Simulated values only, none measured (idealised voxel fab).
The document below concerns the process module designated voxel air gaps.
165 nm wide, 5 nm square cells: that's cross-section cut.
Cross-section, as written here: a square-cell grid given band by band from the top down, where a band holds one or more rows of cells.
Band: top height; bottom height; in nm. Then, left to right: material with width in nm, for each material. "throughout": a single material spanning edge to edge. "blank": empty space.
Counting heights begins at 0, where everything beneath is, in the wafer as received, one material. The lowest band has no bottom; it goes on downwards, as "from 0 down" shows.
Width: "30..40" (first number = top row, second number = bottom row, same change from row to row of cells).
"no alterations made" -> step changed no cross-section cell.
Voids not open to the top, 8 cells minimum: see "Unvented internal voids". Written width x height at distance; distance is from the left edge; nm.
Anything after a step's settings on that line? It's the simulator's own note about the step.
overlay nm: for a step with a mask, the amount by which the mask lay right of where it was planned; a negative amount means left of it.

### Intended process steps
1 RECEIVE [material Si]
2 CONFORMAL_DEP [material SiO2] [thk nm 15]
3 CONFORMAL_DEP [material SiCN] [thk nm 5]
4 DIRECTIONAL_DEP [material SiO2] [thk nm 30]
5 DIRECTIONAL_DEP [material aC] [thk nm 10]
6 PATTERN [tone open] [mask id LINES] [material resist] [width nm 15] [pitch nm 40] [thk nm 25] [overlay nm 0]
7 DIRECTIONAL_ETCH [etch materials aC] [depth nm 5]
8 STRIP [etch materials resist]
9 DIRECTIONAL_ETCH [etch materials SiO2] [depth nm 30]
10 STRIP [etch materials aC]
11 CONFORMAL_DEP [material TiN] [thk nm 5]
12 FILL_DEP [material W] [thk nm 10]
13 CMP [height nm 50]
14 EPI [material Ru] [thk nm 10]
15 SELECTIVE_ETCH [etch materials SiO2] [depth nm 40]
16 CONFORMAL_DEP [material SiCN] [thk nm 5]
The value of depth nm given for step 7 in the plan refers to the first wafer; the wafers vary in this setting and are alike at the start.

### As-received state after step 1, first of several wafers, cross-section
- from 0 down | Si throughout
- Unvented internal voids: none

### The first of several wafers, seen in cross-section after the module's last step, step 16
- from 25 to 15 | SiCN throughout
- from 15 to 0 | SiO2 throughout
- from 0 down | Si throughout
- Unvented internal voids: none

### Final wafer of several, shown in cross-section at the end of the module
- from 65 to 60 | 20 nm blank  125 nm SiCN  20 nm blank
- from 60 to 50 | 20 nm blank  5 nm SiCN  35 nm Ru  5 nm SiCN  35 nm Ru  5 nm SiCN  35 nm Ru  5 nm SiCN  20 nm blank
- from 50 to 45 | 20 nm blank  15 nm SiCN  5 nm TiN  5 nm W  5 nm TiN  25 nm SiCN  5 nm TiN  5 nm W  5 nm TiN  25 nm SiCN  5 nm TiN  5 nm W  5 nm TiN  15 nm SiCN  20 nm blank
- from 45 to 25 | 30 nm blank  5 nm SiCN  5 nm TiN  5 nm W  5 nm TiN  5 nm SiCN  15 nm blank  5 nm SiCN  5 nm TiN  5 nm W  5 nm TiN  5 nm SiCN  15 nm blank  5 nm SiCN  5 nm TiN  5 nm W  5 nm TiN  5 nm SiCN  30 nm blank
- from 25 to 20 | 35 nm SiCN  15 nm TiN  25 nm SiCN  15 nm TiN  25 nm SiCN  15 nm TiN  35 nm SiCN
- from 20 to 15 | SiCN throughout
- from 15 to 0 | SiO2 throughout
- from 0 down | Si throughout
- Unvented internal voids: 15 x 20 at 55; 15 x 20 at 95

### Per-wafer rows below. For each material: cells gained (+) or lost (-) since the wafer was received, as of end of module. Then: closed voids
depth nm 5 | +66 SiCN | +99 SiO2 | Unvented internal voids: none
depth nm 10 | +42 Ru | +130 SiCN | +99 SiO2 | +39 TiN | +15 W | Unvented internal voids: 15 x 20 at 55; 15 x 20 at 95
depth nm 15 | +42 Ru | +130 SiCN | +99 SiO2 | +39 TiN | +15 W | Unvented internal voids: 15 x 20 at 55; 15 x 20 at 95
depth nm 20 | +42 Ru | +130 SiCN | +99 SiO2 | +39 TiN | +15 W | Unvented internal voids: 15 x 20 at 55; 15 x 20 at 95
depth nm 25 | +42 Ru | +130 SiCN | +99 SiO2 | +39 TiN | +15 W | Unvented internal voids: 15 x 20 at 55; 15 x 20 at 95
